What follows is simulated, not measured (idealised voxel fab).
Documented hereafter: the process module known as voxel self aligned vias.
This is section cut - it's 290 nm across, gridded in 5 nm square cells.
This document writes a cross-section as a grid whose cells are square, and gives it as bands, listed from the top down; one or more rows of cells form a band.
Heights first: top, then bottom, in nm. Then materials, left to right, each with a width in nm. "everywhere" on a single material: fills the band edge to edge. "air": empty space.
All heights in this document are referenced to 0, defined as the level beneath which the wafer, as received, consists entirely of one material. The lowest band is not bounded below; it extends indefinitely downward and is written in the form "0 down".
It should be noted that a width expressed as "30->40" varies in equal increments from row to row of cells within the band, taking the value of the first number at the top row and that of the second number at the bottom row.
The cross-section has no changed cell in any step marked "no modifications".
Closed-off voids of 8+ cells (no open route to the top) go in "Enclosed cavities", written width x height at distance from the left edge, in nm.
Past the settings on a step's line: simulator remark, on that step.
overlay nm: right-of-plan distance of the mask on a masked step; negative values mean left-of-plan.

# The following list gives the planned process steps
1,op RECEIVE | material Si
2,op CONFORMAL_DEP | material SiO2 | thk nm 15
3,op CONFORMAL_DEP | material SiCN | thk nm 5
4,op DIRECTIONAL_DEP | material SiO2 | thk nm 20
5,op PATTERN | tone open | mask id LINES | material resist | width nm 30 | pitch nm 70 | thk nm 15 | overlay nm 0
6,op DIRECTIONAL_ETCH | etch materials SiO2 | depth nm 20
7,op STRIP | etch materials resist
8,op CONFORMAL_DEP | material TiN | thk nm 5
9,op FILL_DEP | material W | thk nm 5
10,op CMP | height nm 40
11,op SELECTIVE_ETCH | etch materials W Ru TiN | depth nm 5
12,op FILL_DEP | material SiN | thk nm 5
13,op CMP | height nm 40
14,op DIRECTIONAL_DEP | material SiO2 | thk nm 20
15,op MASKED_ETCH | tone open | mask id VIAS | width nm 40 | pitch nm 70 | etch materials SiO2 | depth nm 20 | overlay nm 0
16,op MASKED_ETCH | tone open | mask id VIAS | width nm 40 | pitch nm 70 | etch materials SiN | depth nm 5 | overlay nm 0
17,op CONFORMAL_DEP | material TiN | thk nm 5
18,op FILL_DEP | material Cu | thk nm 5
19,op CMP | height nm 60
20,op CONFORMAL_DEP | material SiN | thk nm 5

# As-received wafer cross-section (after step 1)
- 0 down  Si everywhere
- Enclosed cavities: none

# The module was run from the start shown above using the plan shown above, but one mistake was made doing it; the resulting wafer cross-section is below
- 65 to 60  SiN everywhere
- 60 to 40  Ru everywhere
- 40 to 35  SiO2 60; SiN 30; SiO2 40; SiN 30; SiO2 40; SiN 30; SiO2 60
- 35 to 25  SiO2 60; TiN 5; W 20; TiN 5; SiO2 40; TiN 5; W 20; TiN 5; SiO2 40; TiN 5; W 20; TiN 5; SiO2 60
- 25 to 20  SiO2 60; TiN 30; SiO2 40; TiN 30; SiO2 40; TiN 30; SiO2 60
- 20 to 15  SiCN everywhere
- 15 to 0  SiO2 everywhere
- 0 down  Si everywhere
- Enclosed cavities: none
What was done differently from what was planned? contrary to plan, step 14 was performed as op DIRECTIONAL_DEP | material Ru | thk nm 20
